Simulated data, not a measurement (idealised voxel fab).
Process module in this document: voxel ribs on slabs
Pictured: cross-section cut, 205 nm wide, on a grid of 5 nm square cells.
Each cross-section below is a grid of square cells, stated as bands in top-down order, with one or more rows of cells making up each band. Heads up on the band format: heights come first, top then bottom, in nm. After that it's the materials left to right, each with its width in nm. A single material flagged "all across" fills the whole band edge to edge, and "empty" means there's empty space there. All heights in this document are referenced to 0, defined as the level beneath which the wafer, as received, consists entirely of one material. The lowest band is not bounded below; it extends indefinitely downward and is written in the form "z 0 and below". Graded width ("30->40"): value in top row of band = first number; value in bottom row = second number; row-to-row change constant. For the purposes of this document, the phrase "nothing different" attached to a step denotes that no cell within the cross-section was modified by that step. For the entry "Non-vented voids", the listed items are empty spaces with no open way to the top whose size is 8 cells or more; each item follows the pattern width x height at distance, where distance is from the left edge and all three are in nm. Heads up: the bit after the settings on a step's line is the simulator's remark on that step. overlay nm: where the mask lay relative to plan, measured to the right, on steps with a mask; negatives go left.

Process steps foreseen in the plan
1: RECEIVE,material Si
2: DIRECTIONAL_DEP,material SiO2,thk nm 25
3: DIRECTIONAL_DEP,material polySi,thk nm 15
4: DIRECTIONAL_DEP,material aC,thk nm 15
5: PATTERN,tone cover,mask id RIB,material resist,width nm 25,thk nm 35,overlay nm 0
6: DIRECTIONAL_ETCH,etch materials aC,depth nm 15
7: STRIP,etch materials resist
8: DIRECTIONAL_ETCH,etch materials polySi,depth nm 5
9: STRIP,etch materials aC
10: DIRECTIONAL_DEP,material aC,thk nm 15
11: PATTERN,tone cover,mask id SLAB,material resist,width nm 85,thk nm 30,overlay nm 0
12: DIRECTIONAL_ETCH,etch materials aC,depth nm 15
13: STRIP,etch materials resist
14: DIRECTIONAL_ETCH,etch materials polySi,depth nm 5
15: STRIP,etch materials aC
16: FILL_DEP,material SiO2,thk nm 15
17: CMP,height nm 50
18: DIRECTIONAL_DEP,material TiN,thk nm 10
19: DIRECTIONAL_DEP,material aC,thk nm 15
20: PATTERN,tone cover,mask id HEATER,material resist,width nm 35,thk nm 35,overlay nm 0
21: DIRECTIONAL_ETCH,etch materials aC,depth nm 15
22: STRIP,etch materials resist
23: DIRECTIONAL_ETCH,etch materials TiN,depth nm 10
24: STRIP,etch materials aC
25: CONFORMAL_DEP,material SiN,thk nm 10
Every wafer here starts from the same state; it is the step 14 depth nm that distinguishes them, and the value the plan gives belongs to the first wafer.

Cross-sectional view of the first of several wafers in the as-received condition, corresponding to the state following step 1
    z 0 and below | Si all across
    Non-vented voids: none

Post step 25, the closing step of the module: first of several wafers, cross-sectioned
    z 70 to 60 | empty=75, then SiN=55, then empty=75
    z 60 to 50 | SiN=85, then TiN=35, then SiN=85
    z 50 to 40 | SiO2 all across
    z 40 to 30 | SiO2=90->60, then polySi=25->85, then SiO2=90->60
    z 30 to 25 | polySi all across
    z 25 to 0 | SiO2 all across
    z 0 and below | Si all across
    Non-vented voids: none

Last wafer, end of module, cross-section
    z 70 to 60 | empty=75, then SiN=55, then empty=75
    z 60 to 50 | SiN=85, then TiN=35, then SiN=85
    z 50 to 40 | SiO2 all across
    z 40 to 35 | SiO2=90, then polySi=25, then SiO2=90
    z 35 to 25 | SiO2=60, then polySi=85, then SiO2=60
    z 25 to 0 | SiO2 all across
    z 0 and below | Si all across
    Non-vented voids: none

Here is how to read the rows: every wafer has a row, and it shows the wafer at the end of the module, giving for each material how many cells were gained (+) or lost (-) since the wafer was received, then listing its closed voids
depth nm 5, +90 SiN, +347 SiO2, +14 TiN, +63 polySi, Non-vented voids: none
depth nm 10, +90 SiN, +371 SiO2, +14 TiN, +39 polySi, Non-vented voids: none
depth nm 15, +90 SiN, +371 SiO2, +14 TiN, +39 polySi, Non-vented voids: none
depth nm 20, +90 SiN, +371 SiO2, +14 TiN, +39 polySi, Non-vented voids: none
depth nm 25, +90 SiN, +371 SiO2, +14 TiN, +39 polySi, Non-vented voids: none
